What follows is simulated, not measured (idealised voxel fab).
Process module name: voxel ribs on slabs
The width of the displayed cross-section, cut, is 235 nm; its cells are square, with a size of 5 nm.
This document writes a cross-section as a grid whose cells are square, and gives it as bands, listed from the top down; one or more rows of cells form a band. Read a band's entry like this: the first values are the height of its top and the height of its bottom in nm, and what follows is the sequence of materials from left to right, each with its width in nm. Note that "empty" is empty space, and that a single material marked "everywhere" reaches across the band from edge to edge. Beneath 0, the wafer as received is one material, and that level is where height counting begins. The lowest band goes on downward without a bottom; it is written like "0 nm and below". Graded width ("30..40"): value in top row of band = first number; value in bottom row = second number; row-to-row change constant. The designation "nothing changed", where it is given for a processing step, indicates that no cell of the cross-section was altered in the course of that step. Listed in "Trapped voids": every empty space of 8 or more cells without an open way to the top. Form: width x height at distance, the distance being from the left edge, all in nm. after a step's settings: what the simulator itself notes on the step. "overlay nm" denotes, for a step that has a mask, the displacement of the mask to the right of its planned place, with negative values corresponding to the left.

### Steps in the process plan
1,RECEIVE: material Si
2,DIRECTIONAL_DEP: material SiO2, thk nm 25
3,DIRECTIONAL_DEP: material polySi, thk nm 25
4,DIRECTIONAL_DEP: material aC, thk nm 15
5,PATTERN: tone cover, mask id RIB, material resist, width nm 30, thk nm 35, overlay nm 0
6,DIRECTIONAL_ETCH: etch materials aC, depth nm 15
7,STRIP: etch materials resist
8,DIRECTIONAL_ETCH: etch materials polySi, depth nm 5
9,STRIP: etch materials aC
10,PATTERN: tone cover, mask id SLAB, material resist, width nm 90, thk nm 20, overlay nm 0
11,DIRECTIONAL_ETCH: etch materials polySi, depth nm 20
12,STRIP: etch materials resist
13,FILL_DEP: material SiO2, thk nm 30
14,CMP: height nm 70
15,DIRECTIONAL_DEP: material W, thk nm 10
16,DIRECTIONAL_DEP: material aC, thk nm 10
17,PATTERN: tone cover, mask id HEATER, material resist, width nm 40, thk nm 25, overlay nm -15
18,DIRECTIONAL_ETCH: etch materials aC, depth nm 10
19,STRIP: etch materials resist
20,DIRECTIONAL_ETCH: etch materials W, depth nm 10
21,STRIP: etch materials aC
22,CONFORMAL_DEP: material SiO2, thk nm 5
Every wafer here starts from the same state; it is the step 17 overlay nm that distinguishes them, and the value the plan gives belongs to the first wafer.

### first wafer as received, after step 1
  0 nm and below = Si everywhere
  Trapped voids: none

### Every row in this table is a wafer at the end of the module, and it gives, for each of the materials, the cells that wafer has gained (+) or lost (-) since it was received, then its closed voids
overlay nm -15, +631 SiO2, +16 W, +78 polySi, Trapped voids: none
overlay nm -10, +631 SiO2, +16 W, +78 polySi, Trapped voids: none
overlay nm -5, +631 SiO2, +16 W, +78 polySi, Trapped voids: none
overlay nm 0, +631 SiO2, +16 W, +78 polySi, Trapped voids: none
overlay nm 5, +631 SiO2, +16 W, +78 polySi, Trapped voids: none
overlay nm 10, +631 SiO2, +16 W, +78 polySi, Trapped voids: none
overlay nm 15, +631 SiO2, +16 W, +78 polySi, Trapped voids: none
